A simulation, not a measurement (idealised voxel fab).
This section sets out a process module, namely voxel wiring stack.
Square cells of 5 nm make up the cross-section cut, whose width is 205 nm.
Each cross-section below is a grid of square cells, stated as bands in top-down order, with one or more rows of cells making up each band.
Heights first: top, then bottom, in nm. Then materials, left to right, each with a width in nm. "full width" on a single material: fills the band edge to edge. "air": empty space.
Measure heights from 0. That's the level where, below it, the as-received wafer is all one material. The lowest band is bottomless and extends downward; write it as in "top 0, no bottom".
The two numbers in a width such as "30 to 40" mark its ends across the band: the first belongs to the top row of cells, the second to the bottom row, and from each row to the next the width moves by the same amount.
"no alterations made" means the step left every cell of the cross-section as it was.
Reported under the label "Closed internal cavities" are the empty spaces having no open way to the top and comprising 8 cells or more; the notation for each is width x height at distance, in which the distance is measured from the left edge and all three values are in nm.
It should be noted that, on the line of a given step, the content following the step's settings is a remark produced by the simulator itself with respect to that step.
Regarding "overlay nm": on a step with a mask, it is the distance the mask lay to the right of its planned place; a negative value places it to the left.
So here's the lineup of process steps we planned:
1 RECEIVE (material Si)
2 CONFORMAL_DEP (material SiO2; thk nm 10)
3 DIRECTIONAL_DEP (material TiN; thk nm 5)
4 DIRECTIONAL_DEP (material Ru; thk nm 15)
5 MASKED_ETCH (tone cover; mask id METAL_1; width nm 25; pitch nm 45; etch materials Ru; depth nm 15; overlay nm 0)
6 MASKED_ETCH (tone cover; mask id METAL_1; width nm 25; pitch nm 45; etch materials TiN; depth nm 5; overlay nm 0)
7 FILL_DEP (material lowk; thk nm 5)
8 CMP (height nm 30)
9 CONFORMAL_DEP (material SiCN; thk nm 5)
10 DIRECTIONAL_DEP (material lowk; thk nm 35)
11 DIRECTIONAL_DEP (material aC; thk nm 15)
12 PATTERN (tone open; mask id METAL_2_HOLES; material resist; width nm 15; pitch nm 45; thk nm 30; overlay nm 0)
13 DIRECTIONAL_ETCH (etch materials aC; depth nm 15)
14 STRIP (etch materials resist)
15 DIRECTIONAL_ETCH (etch materials lowk; depth nm 35)
16 STRIP (etch materials aC)
17 PATTERN (tone open; mask id METAL_2; material resist; width nm 25; pitch nm 45; thk nm 20; overlay nm 0)
18 DIRECTIONAL_ETCH (etch materials lowk; depth nm 20)
19 DIRECTIONAL_ETCH (etch materials SiCN; depth nm 5)
20 STRIP (etch materials resist)
21 CONFORMAL_DEP (material TiN; thk nm 5)
22 FILL_DEP (material Cu; thk nm 5)
23 CMP (height nm 70)
24 CONFORMAL_DEP (material SiCN; thk nm 5)
25 DIRECTIONAL_DEP (material lowk; thk nm 20)
26 PATTERN (tone open; mask id PLUG_2; material resist; width nm 15; pitch nm 90; thk nm 15; overlay nm 0)
27 DIRECTIONAL_ETCH (etch materials lowk; depth nm 20)
28 DIRECTIONAL_ETCH (etch materials SiCN; depth nm 5)
29 STRIP (etch materials resist)
30 CONFORMAL_DEP (material TiN; thk nm 5)
31 FILL_DEP (material W; thk nm 10)
32 CMP (height nm 95)
33 DIRECTIONAL_DEP (material TiN; thk nm 5)
34 DIRECTIONAL_DEP (material W; thk nm 15)
35 MASKED_ETCH (tone cover; mask id METAL_3; width nm 25; pitch nm 45; etch materials W; depth nm 15; overlay nm 0)
36 MASKED_ETCH (tone cover; mask id METAL_3; width nm 25; pitch nm 45; etch materials TiN; depth nm 5; overlay nm 0)
37 CONFORMAL_DEP (material SiN; thk nm 5)
38 FILL_DEP (material SiO2; thk nm 5)
39 CMP (height nm 115)
40 CONFORMAL_DEP (material SiCN; thk nm 5)
Received-state cross-section, reflecting completion of step 1:
top 0, no bottom  Si full width
Closed internal cavities: none
The following cross-section depicts the wafer upon conclusion of the module. Processing commenced from the starting condition illustrated above and adhered to the plan illustrated above, save for one mistake in execution:
top 120, bottom 115  SiCN full width
top 115, bottom 100  SiO2=15 / SiN=5 / W=25 / SiN=5 / SiO2=10 / SiN=5 / W=25 / SiN=5 / SiO2=10 / SiN=5 / W=25 / SiN=5 / SiO2=10 / SiN=5 / W=25 / SiN=5 / SiO2=20
top 100, bottom 95  SiN=20 / TiN=25 / SiN=20 / TiN=25 / SiN=20 / TiN=25 / SiN=20 / TiN=25 / SiN=25
top 95, bottom 75  lowk=20 / TiN=5 / W=5 / TiN=5 / lowk=75 / TiN=5 / W=5 / TiN=5 / lowk=80
top 75, bottom 70  SiCN=20 / TiN=15 / SiCN=75 / TiN=15 / SiCN=80
top 70, bottom 55  Cu=30 / TiN=5 / lowk=10 / TiN=5 / Cu=25 / TiN=5 / lowk=10 / TiN=5 / Cu=25 / TiN=5 / lowk=10 / TiN=5 / Cu=25 / TiN=5 / lowk=10 / TiN=5 / Cu=20
top 55, bottom 50  TiN=25 / Cu=5 / TiN=5 / lowk=10 / TiN=25 / Cu=5 / TiN=5 / lowk=10 / TiN=25 / Cu=5 / TiN=5 / lowk=10 / TiN=25 / Cu=5 / TiN=5 / lowk=10 / TiN=25
top 50, bottom 40  lowk=20 / TiN=5 / Cu=5 / TiN=5 / lowk=30 / TiN=5 / Cu=5 / TiN=5 / lowk=30 / TiN=5 / Cu=5 / TiN=5 / lowk=30 / TiN=5 / Cu=5 / TiN=5 / lowk=35
top 40, bottom 35  lowk=20 / TiN=15 / lowk=30 / TiN=15 / lowk=30 / TiN=15 / lowk=30 / TiN=15 / lowk=35
top 35, bottom 30  SiCN full width
top 30, bottom 15  lowk=20 / Ru=25 / lowk=20 / Ru=25 / lowk=20 / Ru=25 / lowk=20 / Ru=25 / lowk=25
top 15, bottom 10  lowk=20 / TiN=25 / lowk=20 / TiN=25 / lowk=20 / TiN=25 / lowk=20 / TiN=25 / lowk=25
top 10, bottom 0  SiO2 full width
top 0, no bottom  Si full width
Closed internal cavities: none
In executing the process, a mistake was made relative to the plan: step 17 changed vs plan, executed as PATTERN (tone cover; mask id METAL_2; material resist; width nm 25; pitch nm 45; thk nm 20; overlay nm 0)
